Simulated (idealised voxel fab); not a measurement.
Presented below is a process module, voxel transistor to metal.
Section shown: cut. Width: 205 nm. Cell size: 5 nm, square.
In what follows, cross-sections appear as grids of square cells, described through bands that run from the top down, where every band is one or more rows of cells.
First you get the band's top height and its bottom height, in nm, and then the materials it's made of, left to right, with each width in nm. If you see a single material with "edge to edge", that one covers the band edge to edge. "blank" is empty space.
For the purposes of this specification, 0 denotes the height below which the wafer in its as-received condition is composed wholly of one material, and the lowermost band, lacking a lower limit, extends downward without end, as expressed in "from 0 down".
Width "30->40": first value at the band's top row of cells, second value at its bottom row, equal change from row to row.
Take "no modifications" at face value: in the step it is given for, the cross-section changed in none of its cells.
Listed in "Closed void inventory": every empty space of 8 or more cells without an open way to the top. Form: width x height at distance, the distance being from the left edge, all in nm.
Note: text after step settings on the step line = simulator remark on that step.
The "overlay nm" setting may appear on a step's line; for a step that uses a mask, it gives how far to the right of its planned position the mask lay, and a negative value indicates the left.

Here's what the planned process steps look like:
- 1: op RECEIVE | material Si
- 2: op CONFORMAL_DEP | material SiO2 | thk nm 5
- 3: op CONFORMAL_DEP | material SiN | thk nm 15
- 4: op DIRECTIONAL_DEP | material aC | thk nm 10
- 5: op PATTERN | tone cover | mask id ACTIVE | material resist | width nm 120 | thk nm 30 | overlay nm 0
- 6: op DIRECTIONAL_ETCH | etch materials aC | depth nm 10
- 7: op STRIP | etch materials resist
- 8: op DIRECTIONAL_ETCH | etch materials SiN | depth nm 15
- 9: op DIRECTIONAL_ETCH | etch materials SiO2 | depth nm 5
- 10: op DIRECTIONAL_ETCH | etch materials Si | depth nm 30
- 11: op STRIP | etch materials aC
- 12: op FILL_DEP | material SiO2 | thk nm 5
- 13: op CMP | height nm 20
- 14: op SELECTIVE_ETCH | etch materials SiO2 | depth nm 15
- 15: op STRIP | etch materials SiN
- 16: op SELECTIVE_ETCH | etch materials SiO2 | depth nm 5
- 17: op OXIDIZE | depth nm 5
- 18: op DIRECTIONAL_DEP | material polySi | thk nm 30
- 19: op DIRECTIONAL_DEP | material SiCN | thk nm 15
- 20: op DIRECTIONAL_DEP | material aC | thk nm 10
- 21: op PATTERN | tone cover | mask id GATE | material resist | width nm 20 | thk nm 30 | overlay nm 0
- 22: op DIRECTIONAL_ETCH | etch materials aC | depth nm 10
- 23: op STRIP | etch materials resist
- 24: op DIRECTIONAL_ETCH | etch materials SiCN | depth nm 25
- 25: op DIRECTIONAL_ETCH | etch materials polySi | depth nm 40
- 26: op STRIP | etch materials aC
- 27: op CONFORMAL_DEP | material SiN | thk nm 10
- 28: op DIRECTIONAL_ETCH | etch materials SiN | depth nm 10
- 29: op DIRECTIONAL_ETCH | etch materials SiO2 | depth nm 5
- 30: op EPI | material nSi | thk nm 5
- 31: op FILL_DEP | material SiO2 | thk nm 5
- 32: op CMP | height nm 45
- 33: op DIRECTIONAL_DEP | material SiO2 | thk nm 15
- 34: op PATTERN | tone open | mask id CONTACT | material resist | width nm 20 | pitch nm 80 | thk nm 15 | overlay nm 0
- 35: op DIRECTIONAL_ETCH | etch materials SiO2 | depth nm 60
- 36: op STRIP | etch materials resist
- 37: op CONFORMAL_DEP | material TiN | thk nm 5
- 38: op FILL_DEP | material W | thk nm 5
- 39: op CMP | height nm 60
- 40: op DIRECTIONAL_DEP | material TiN | thk nm 5
- 41: op DIRECTIONAL_DEP | material Ru | thk nm 15
- 42: op MASKED_ETCH | tone cover | mask id METAL_1 | width nm 20 | pitch nm 80 | etch materials Ru | depth nm 15 | overlay nm 0
- 43: op MASKED_ETCH | tone cover | mask id METAL_1 | width nm 20 | pitch nm 80 | etch materials TiN | depth nm 5 | overlay nm 0
- 44: op FILL_DEP | material SiO2 | thk nm 5
- 45: op CMP | height nm 80
- 46: op CONFORMAL_DEP | material SiCN | thk nm 5
- 47: op DIRECTIONAL_DEP | material lowk | thk nm 25
- 48: op PATTERN | tone open | mask id METAL_2_HOLES | material resist | width nm 15 | pitch nm 80 | thk nm 20 | overlay nm 0
- 49: op DIRECTIONAL_ETCH | etch materials lowk | depth nm 25
- 50: op STRIP | etch materials resist
- 51: op MASKED_ETCH | tone open | mask id METAL_2 | width nm 20 | pitch nm 80 | etch materials lowk | depth nm 15 | overlay nm 0
- 52: op MASKED_ETCH | tone open | mask id METAL_2 | width nm 20 | pitch nm 80 | etch materials SiCN | depth nm 5 | overlay nm 0
- 53: op CONFORMAL_DEP | material TiN | thk nm 5
- 54: op FILL_DEP | material Cu | thk nm 10
- 55: op CMP | height nm 110
- 56: op CONFORMAL_DEP | material SiN | thk nm 5

Cross-section of the incoming wafer, state after step 1:
> from 0 down = Si edge to edge
> Closed void inventory: none

Sectioned view, first of two wafers, at the close of the module, processed as intended in the plan:
> from 115 to 110 = SiN edge to edge
> from 110 to 100 = lowk (50) / TiN (5) / Cu (10) / TiN (5) / lowk (60) / TiN (5) / Cu (10) / TiN (5) / lowk (55)
> from 100 to 95 = lowk (50) / TiN (5) / Cu (5) / TiN (10) / lowk (60) / TiN (5) / Cu (5) / TiN (10) / lowk (55)
> from 95 to 85 = lowk (50) / TiN (5) / Cu (5) / TiN (5) / lowk (65) / TiN (5) / Cu (5) / TiN (5) / lowk (60)
> from 85 to 80 = SiCN (50) / TiN (15) / SiCN (65) / TiN (15) / SiCN (60)
> from 80 to 65 = SiO2 (50) / Ru (20) / SiO2 (60) / Ru (20) / SiO2 (55)
> from 65 to 60 = SiO2 (50) / TiN (20) / SiO2 (60) / TiN (20) / SiO2 (55)
> from 60 to 45 = SiO2 (50) / TiN (5) / W (10) / TiN (5) / SiO2 (60) / TiN (5) / W (10) / TiN (5) / SiO2 (55)
> from 45 to 30 = SiO2 (50) / TiN (5) / W (10) / TiN (5) / SiO2 (10) / SiN (10) / SiCN (20) / SiN (10) / SiO2 (10) / TiN (5) / W (10) / TiN (5) / SiO2 (55)
> from 30 to 5 = SiO2 (50) / TiN (5) / W (10) / TiN (5) / SiO2 (10) / SiN (10) / polySi (20) / SiN (10) / SiO2 (10) / TiN (5) / W (10) / TiN (5) / SiO2 (55)
> from 5 to 0 = SiO2 (50) / TiN (20) / SiO2 (10) / SiN (10) / polySi (20) / SiN (10) / SiO2 (10) / TiN (20) / SiO2 (55)
> from 0 to -5 = SiO2 (35) / nSi (45) / SiO2 (40) / nSi (45) / SiO2 (40)
> from -5 to -30 = SiO2 (40) / Si (120) / SiO2 (45)
> from -30 down = Si edge to edge
> Closed void inventory: none

Cross-section, wafer two of two, end of module: same start and plan as wafer one, one error in execution:
> from 115 to 110 = SiN edge to edge
> from 110 to 100 = lowk (40) / TiN (5) / Cu (20) / TiN (5) / lowk (50) / TiN (5) / Cu (20) / TiN (5) / lowk (55)
> from 100 to 90 = lowk (40) / TiN (5) / Cu (5) / TiN (20->5) / lowk (50->65) / TiN (5) / Cu (5) / TiN (20->5) / lowk (55->70)
> from 90 to 85 = lowk (40) / TiN (15) / lowk (65) / TiN (15) / lowk (70)
> from 85 to 80 = SiCN (50) / TiN (5) / SiCN (75) / TiN (5) / SiCN (70)
> from 80 to 65 = SiO2 (50) / Ru (20) / SiO2 (60) / Ru (20) / SiO2 (55)
> from 65 to 60 = SiO2 (50) / TiN (20) / SiO2 (60) / TiN (20) / SiO2 (55)
> from 60 to 45 = SiO2 (50) / TiN (5) / W (10) / TiN (5) / SiO2 (60) / TiN (5) / W (10) / TiN (5) / SiO2 (55)
> from 45 to 30 = SiO2 (50) / TiN (5) / W (10) / TiN (5) / SiO2 (10) / SiN (10) / SiCN (20) / SiN (10) / SiO2 (10) / TiN (5) / W (10) / TiN (5) / SiO2 (55)
> from 30 to 5 = SiO2 (50) / TiN (5) / W (10) / TiN (5) / SiO2 (10) / SiN (10) / polySi (20) / SiN (10) / SiO2 (10) / TiN (5) / W (10) / TiN (5) / SiO2 (55)
> from 5 to 0 = SiO2 (50) / TiN (20) / SiO2 (10) / SiN (10) / polySi (20) / SiN (10) / SiO2 (10) / TiN (20) / SiO2 (55)
> from 0 to -5 = SiO2 (35) / nSi (45) / SiO2 (40) / nSi (45) / SiO2 (40)
> from -5 to -30 = SiO2 (40) / Si (120) / SiO2 (45)
> from -30 down = Si edge to edge
> Closed void inventory: none
The plan and the run diverged here: not per plan at step 48, really ran op PATTERN | tone open | mask id METAL_2_HOLES | material resist | width nm 15 | pitch nm 80 | thk nm 20 | overlay nm -10
At the finish, the second wafer shows more or fewer cells for some materials than the first does: +6 Cu | +4 SiCN | +2 TiN | -12 lowk
